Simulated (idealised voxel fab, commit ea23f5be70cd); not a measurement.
Process module in this document: voxel ribs on slabs
The width of the displayed cross-section, cut, is 250 nm; its cells are square, with a size of 5 nm.
In this document a cross-section is written as a grid of square cells. It is given as a series of bands, listed from the top down, and a band is one or more rows of cells.
What a band's entry tells you: where the top is and where the bottom is, as heights in nm, and after that what lies inside, material by material from left to right, each with its width in nm. Empty space is written as the word "air", and a single material marked with the word "full width" occupies the band from edge to edge.
Heights are reckoned from 0. Under this level, the received wafer is all of one material. The bottommost band is open-ended downward, for example "0 down".
A two-number width, for instance "30..40", indicates that the width is equal to the first number in the top row of the band and to the second number in the bottom row, and that it changes by a constant amount per row of cells.
Take "nothing was modified" at face value: in the step it is given for, the cross-section changed in none of its cells.
Entry "Entrapped voids". Content: empty spaces with no open connection to the top, size 8 cells or greater. Each: width x height at distance. Distance: from left edge. Unit: nm.
Post-settings text on a step line: simulator's own remark regarding the step.
"overlay nm" denotes, for a step that has a mask, the displacement of the mask to the right of its planned place, with negative values corresponding to the left.
Intended process steps:
- 1: RECEIVE,material Si
- 2: DIRECTIONAL_DEP,material SiO2,thk nm 30
- 3: DIRECTIONAL_DEP,material SiN,thk nm 15
- 4: PATTERN,tone cover,mask id RIB,material resist,width nm 25,thk nm 15,overlay nm 0
- 5: DIRECTIONAL_ETCH,etch materials SiN,depth nm 5
- 6: STRIP,etch materials resist
- 7: MASKED_ETCH,tone cover,mask id SLAB,width nm 75,etch materials SiN,depth nm 10,overlay nm 0
- 8: FILL_DEP,material SiO2,thk nm 25
- 9: CMP,height nm 60
- 10: DIRECTIONAL_DEP,material TiN,thk nm 10
- 11: DIRECTIONAL_DEP,material aC,thk nm 10
- 12: PATTERN,tone cover,mask id HEATER,material resist,width nm 25,thk nm 30,overlay nm 0
- 13: DIRECTIONAL_ETCH,etch materials aC,depth nm 10
- 14: STRIP,etch materials resist
- 15: DIRECTIONAL_ETCH,etch materials TiN,depth nm 10
- 16: STRIP,etch materials aC
- 17: CONFORMAL_DEP,material SiN,thk nm 5
All wafers enter the flow in the same state. The width nm at step 12 differs from wafer to wafer, and the plan gives the value for the first wafer.
Cross-section of the first incoming wafer of several, state after step 1:
	0 down = Si full width
	Entrapped voids: none
Per wafer (row), end of module: delta in cells per material since receipt, (+) for gained, (-) for lost; closed voids after that:
width nm 25; +89 SiN; +565 SiO2; +10 TiN; Entrapped voids: none
width nm 30; +89 SiN; +565 SiO2; +12 TiN; Entrapped voids: none
width nm 35; +89 SiN; +565 SiO2; +14 TiN; Entrapped voids: none
width nm 40; +89 SiN; +565 SiO2; +16 TiN; Entrapped voids: none
width nm 45; +89 SiN; +565 SiO2; +18 TiN; Entrapped voids: none
width nm 50; +89 SiN; +565 SiO2; +20 TiN; Entrapped voids: none
